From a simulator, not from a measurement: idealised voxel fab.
Documented hereafter: the process module known as voxel transistor to metal.
The width of the displayed cross-section, cut, is 200 nm; its cells are square, with a size of 5 nm.
A cross-section is a grid of square cells, given in bands from the top down. A band is one or more rows of cells. Basically the band line says how high the top is and how high the bottom is, in nm, and then what's in it from left to right, every material with its width in nm. Empty space shows up as "blank", and if a single material carries "all across" it runs the full band edge to edge. Where do heights start? At 0: under that level the wafer as delivered is made of one material only. And the lowest band has no floor; it just carries on downward, as in "z 0 and below". Width: "30 to 40" (first number = top row, second number = bottom row, same change from row to row of cells). "no alteration" (step): cross-section cells unchanged, all of them. Any empty space of 8 cells or more lacking an open way to the top shows up in "Closed voids list" as width x height at distance, distance from the left edge, in nm. Heads up: the bit after the settings on a step's line is the simulator's remark on that step. overlay nm: for a step with a mask, the amount by which the mask lay right of where it was planned; a negative amount means left of it.
PROCESS STEPS FORESEEN IN THE PLAN
- 1: RECEIVE, material Si
- 2: CONFORMAL_DEP, material SiO2, thk nm 5
- 3: CONFORMAL_DEP, material SiN, thk nm 10
- 4: MASKED_ETCH, tone cover, mask id ACTIVE, width nm 115, etch materials SiN, depth nm 10, overlay nm 0
- 5: MASKED_ETCH, tone cover, mask id ACTIVE, width nm 115, etch materials SiO2, depth nm 5, overlay nm 0
- 6: MASKED_ETCH, tone cover, mask id ACTIVE, width nm 115, etch materials Si, depth nm 35, overlay nm 0
- 7: FILL_DEP, material SiO2, thk nm 10
- 8: CMP, height nm 15
- 9: SELECTIVE_ETCH, etch materials SiO2, depth nm 10
- 10: STRIP, etch materials SiN
- 11: SELECTIVE_ETCH, etch materials SiO2, depth nm 5
- 12: OXIDIZE, depth nm 5
- 13: DIRECTIONAL_DEP, material polySi, thk nm 25
- 14: DIRECTIONAL_DEP, material SiCN, thk nm 15
- 15: PATTERN, tone cover, mask id GATE, material resist, width nm 35, thk nm 20, overlay nm 0
- 16: DIRECTIONAL_ETCH, etch materials SiCN, depth nm 25
- 17: DIRECTIONAL_ETCH, etch materials polySi, depth nm 35
- 18: STRIP, etch materials resist
- 19: CONFORMAL_DEP, material SiN, thk nm 5
- 20: DIRECTIONAL_ETCH, etch materials SiN, depth nm 5
- 21: DIRECTIONAL_ETCH, etch materials SiO2, depth nm 5
- 22: EPI, material nSi, thk nm 5
- 23: FILL_DEP, material SiO2, thk nm 5
- 24: CMP, height nm 25
- 25: STRIP, etch materials polySi
- 26: SELECTIVE_ETCH, etch materials SiO2, depth nm 5
- 27: CONFORMAL_DEP, material HfO2, thk nm 5
- 28: CONFORMAL_DEP, material TiN, thk nm 5
- 29: FILL_DEP, material W, thk nm 5
- 30: CMP, height nm 20
- 31: DIRECTIONAL_DEP, material SiO2, thk nm 15
- 32: DIRECTIONAL_DEP, material aC, thk nm 10
- 33: PATTERN, tone open, mask id CONTACT, material resist, width nm 15, pitch nm 90, thk nm 25, overlay nm 0
- 34: DIRECTIONAL_ETCH, etch materials aC, depth nm 10
- 35: STRIP, etch materials resist
- 36: DIRECTIONAL_ETCH, etch materials SiO2, depth nm 35
- 37: STRIP, etch materials aC
- 38: CONFORMAL_DEP, material TiN, thk nm 5
- 39: FILL_DEP, material W, thk nm 5
- 40: CMP, height nm 35
- 41: CONFORMAL_DEP, material SiCN, thk nm 5
- 42: DIRECTIONAL_DEP, material SiO2, thk nm 25
- 43: DIRECTIONAL_DEP, material aC, thk nm 15
- 44: PATTERN, tone open, mask id METAL_1, material resist, width nm 15, pitch nm 90, thk nm 30, overlay nm 0
- 45: DIRECTIONAL_ETCH, etch materials aC, depth nm 15
- 46: STRIP, etch materials resist
- 47: DIRECTIONAL_ETCH, etch materials SiO2, depth nm 25
- 48: DIRECTIONAL_ETCH, etch materials SiCN, depth nm 5
- 49: STRIP, etch materials aC
- 50: CONFORMAL_DEP, material TiN, thk nm 5
- 51: FILL_DEP, material Cu, thk nm 5
- 52: CMP, height nm 65
- 53: CONFORMAL_DEP, material SiCN, thk nm 5
- 54: DIRECTIONAL_DEP, material SiO2, thk nm 30
- 55: PATTERN, tone open, mask id METAL_2, material resist, width nm 15, pitch nm 90, thk nm 20, overlay nm 0
- 56: DIRECTIONAL_ETCH, etch materials SiO2, depth nm 20
- 57: STRIP, etch materials resist
- 58: MASKED_ETCH, tone open, mask id METAL_2_HOLES, width nm 15, pitch nm 90, etch materials SiO2, depth nm 10, overlay nm 0
- 59: MASKED_ETCH, tone open, mask id METAL_2_HOLES, width nm 15, pitch nm 90, etch materials SiCN, depth nm 5, overlay nm 0
- 60: CONFORMAL_DEP, material TiN, thk nm 5
- 61: FILL_DEP, material Ru, thk nm 10
- 62: CMP, height nm 100
- 63: CONFORMAL_DEP, material SiCN, thk nm 5
SO THIS IS THE INCOMING WAFER IN CROSS-SECTION - IT'S ALREADY BEEN THROUGH STEP 1
  z 0 and below = Si all across
  Closed voids list: none
FIRST OF TWO WAFERS, END-OF-MODULE SECTION, RUN FOLLOWED PLAN
  z 105 to 100 = SiCN all across
  z 100 to 70 = SiO2=45 | TiN=5 | Ru=5 | TiN=5 | SiO2=75 | TiN=5 | Ru=5 | TiN=5 | SiO2=50
  z 70 to 65 = SiCN=45 | TiN=15 | SiCN=75 | TiN=15 | SiCN=50
  z 65 to 40 = SiO2=45 | TiN=5 | Cu=5 | TiN=5 | SiO2=75 | TiN=5 | Cu=5 | TiN=5 | SiO2=50
  z 40 to 35 = SiCN=45 | TiN=15 | SiCN=75 | TiN=15 | SiCN=50
  z 35 to 20 = SiO2=45 | TiN=5 | W=5 | TiN=5 | SiO2=75 | TiN=5 | W=5 | TiN=5 | SiO2=50
  z 20 to 5 = SiO2=45 | TiN=5 | W=5 | TiN=5 | SiO2=15 | SiN=5 | HfO2=5 | TiN=5 | W=15 | TiN=5 | HfO2=5 | SiN=5 | SiO2=15 | TiN=5 | W=5 | TiN=5 | SiO2=50
  z 5 to 0 = SiO2=45 | TiN=15 | SiO2=15 | SiN=5 | HfO2=5 | TiN=25 | HfO2=5 | SiN=5 | SiO2=15 | TiN=15 | SiO2=50
  z 0 to -5 = SiO2=35 | nSi=40 | HfO2=45 | nSi=40 | SiO2=40
  z -5 to -35 = SiO2=40 | Si=115 | SiO2=45
  z -35 and below = Si all across
  Closed voids list: none
THIS CROSS-SECTION BELONGS TO THE SECOND WAFER OF TWO AT THE END OF THE MODULE; THE START AND THE PLAN WERE SHARED WITH THE FIRST, AND THE RUN INCLUDED ONE MISTAKE
  z 105 to 100 = SiCN all across
  z 100 to 70 = SiO2=45 | TiN=5 | Ru=5 | TiN=5 | SiO2=75 | TiN=5 | Ru=5 | TiN=5 | SiO2=50
  z 70 to 65 = SiCN=45 | TiN=15 | SiCN=75 | TiN=15 | SiCN=50
  z 65 to 40 = SiO2=45 | TiN=5 | Cu=5 | TiN=5 | SiO2=75 | TiN=5 | Cu=5 | TiN=5 | SiO2=50
  z 40 to 35 = SiCN=45 | TiN=15 | SiCN=75 | TiN=15 | SiCN=50
  z 35 to 20 = SiO2=45 | TiN=5 | W=5 | TiN=5 | SiO2=75 | TiN=5 | W=5 | TiN=5 | SiO2=50
  z 20 to 5 = SiO2=45 | TiN=5 | W=5 | TiN=5 | SiO2=15 | SiN=5 | TiN=5 | HfO2=5 | W=15 | HfO2=5 | TiN=5 | SiN=5 | SiO2=15 | TiN=5 | W=5 | TiN=5 | SiO2=50
  z 5 to 0 = SiO2=45 | TiN=15 | SiO2=15 | SiN=5 | TiN=5 | HfO2=25 | TiN=5 | SiN=5 | SiO2=15 | TiN=15 | SiO2=50
  z 0 to -5 = SiO2=35 | nSi=40 | TiN=45 | nSi=40 | SiO2=40
  z -5 to -35 = SiO2=40 | Si=115 | SiO2=45
  z -35 and below = Si all across
  Closed voids list: none
What was done differently from what was planned? the intended sequence of steps 27 and 28 was reversed during processing, with each occupying the position of the other
Final cells, second wafer relative to first, materials higher or lower: 6 fewer of HfO2, 6 more of TiN
